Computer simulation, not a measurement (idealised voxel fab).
The document below concerns the process module designated voxel ribs on slabs.
The cross-section on display is named cut; it measures 165 nm wide, and its cells are 5 nm squares.
Heads up, the way a cross-section reads in here is a grid of square cells, handed over as bands from the top down, with every band being one or more rows of cells. Band entry format. Leading values: height of top, height of bottom, nm. Remainder: materials in left-to-right order, each with its width in nm. Special words: "everywhere" on a single material, which then fills the band edge to edge; "blank", empty space. Heights are reckoned from 0. Under this level, the received wafer is all of one material. The bottommost band is open-ended downward, for example "from 0 down". You'd read "30..40" like this: the band's top row of cells is as wide as the first number, its bottom row is as wide as the second, and going down, every row changes width by the same amount as the row before did. What does "identical to before" mean for a step? It means no cell of the cross-section changed in that step. "Catalogued sealed voids" specifies each empty space that is not open to the top and that occupies no fewer than 8 cells, using the form width x height at distance, the distance measured from the left edge and all three quantities in nm. Post-settings text on a step line: simulator's own remark regarding the step. The line of a step may include "overlay nm". On a step with a mask, this value is how far to the right of its planned place the mask lay. A negative value means the mask lay to the left.
**Process steps foreseen in the plan**
1) RECEIVE | material Si
2) DIRECTIONAL_DEP | material SiO2 | thk nm 30
3) DIRECTIONAL_DEP | material polySi | thk nm 20
4) MASKED_ETCH | tone cover | mask id RIB | width nm 30 | etch materials polySi | depth nm 15 | overlay nm 0
5) MASKED_ETCH | tone cover | mask id SLAB | width nm 70 | etch materials polySi | depth nm 5 | overlay nm 0
6) FILL_DEP | material SiO2 | thk nm 20
7) CMP | height nm 60
8) DIRECTIONAL_DEP | material W | thk nm 5
9) PATTERN | tone cover | mask id HEATER | material resist | width nm 40 | thk nm 20 | overlay nm 0
10) DIRECTIONAL_ETCH | etch materials W | depth nm 5
11) STRIP | etch materials resist
12) CONFORMAL_DEP | material SiO2 | thk nm 5
**First wafer of two (run as planned)**
**Wafer as received: cross-section following step 1**
    from 0 down | Si everywhere
    Catalogued sealed voids: none
**How the wafer stands in section after step 2**
    from 30 to 0 | SiO2 everywhere
    Everything under 0 stays put, no change at all.
**How the wafer stands in section after step 3**
    from 50 to 30 | polySi everywhere
    Everything under 30 stays put, no change at all.
**How the wafer stands in section after step 4**
    from 50 to 35 | blank: 65, then polySi: 30, then blank: 70
    Everything under 35 stays put, no change at all.
**How the wafer stands in section after step 5**
    from 50 to 35 | blank: 65, then polySi: 30, then blank: 70
    from 35 to 30 | blank: 45, then polySi: 70, then blank: 50
    Everything under 30 stays put, no change at all.
**How the wafer stands in section after step 6**
    from 70 to 50 | SiO2 everywhere
    from 50 to 35 | SiO2: 65, then polySi: 30, then SiO2: 70
    from 35 to 30 | SiO2: 45, then polySi: 70, then SiO2: 50
    Everything under 30 stays put, no change at all.
**How the wafer stands in section after step 7**
    from 60 to 50 | SiO2 everywhere
    Everything under 50 stays put, no change at all.
**How the wafer stands in section after step 8**
    from 65 to 60 | W everywhere
    Everything under 60 stays put, no change at all.
**How the wafer stands in section after step 9**
    from 85 to 65 | blank: 60, then resist: 40, then blank: 65
    Everything under 65 stays put, no change at all.
**How the wafer stands in section after step 10**
    from 85 to 65 | blank: 60, then resist: 40, then blank: 65
    from 65 to 60 | blank: 60, then W: 40, then blank: 65
    Everything under 60 stays put, no change at all.
**How the wafer stands in section after step 11**
    from 65 to 60 | blank: 60, then W: 40, then blank: 65
    Everything under 60 stays put, no change at all.
**How the wafer stands in section after step 12**
    from 70 to 65 | blank: 55, then SiO2: 50, then blank: 60
    from 65 to 60 | SiO2: 60, then W: 40, then SiO2: 65
    Everything under 60 stays put, no change at all.
**Second wafer: same start and same plan as the first, one execution error; identical to the first through step 1**
**Look at the second wafer in cross-section at the time step 2 ought to have finished**
    from 20 to 0 | polySi everywhere
    Everything under 0 stays put, no change at all.
**Look at the second wafer in cross-section at the time step 3 ought to have finished**
    from 50 to 20 | SiO2 everywhere
    Everything under 20 stays put, no change at all.
Look at the second wafer in cross-section at the time step 4 ought to have finished: identical to before
Look at the second wafer in cross-section at the time step 5 ought to have finished: identical to before
**Look at the second wafer in cross-section at the time step 6 ought to have finished**
    from 70 to 20 | SiO2 everywhere
    Everything under 20 stays put, no change at all.
**Look at the second wafer in cross-section at the time step 7 ought to have finished**
    from 60 to 20 | SiO2 everywhere
    Everything under 20 stays put, no change at all.
**Look at the second wafer in cross-section at the time step 8 ought to have finished**
    from 65 to 60 | W everywhere
    Everything under 60 stays put, no change at all.
**Look at the second wafer in cross-section at the time step 9 ought to have finished**
    from 85 to 65 | blank: 60, then resist: 40, then blank: 65
    Everything under 65 stays put, no change at all.
**Look at the second wafer in cross-section at the time step 10 ought to have finished**
    from 85 to 65 | blank: 60, then resist: 40, then blank: 65
    from 65 to 60 | blank: 60, then W: 40, then blank: 65
    Everything under 60 stays put, no change at all.
**Look at the second wafer in cross-section at the time step 11 ought to have finished**
    from 65 to 60 | blank: 60, then W: 40, then blank: 65
    Everything under 60 stays put, no change at all.
**Look at the second wafer in cross-section at the time step 12 ought to have finished**
    from 70 to 65 | blank: 55, then SiO2: 50, then blank: 60
    from 65 to 60 | SiO2: 60, then W: 40, then SiO2: 65
    Everything under 60 stays put, no change at all.
Finding, execution versus plan: contrary to the plan, steps 2 and 3 were processed in exchanged order
Counted in cells at the end, the second wafer holds more or fewer of these materials than the first: -100 SiO2 | +100 polySi
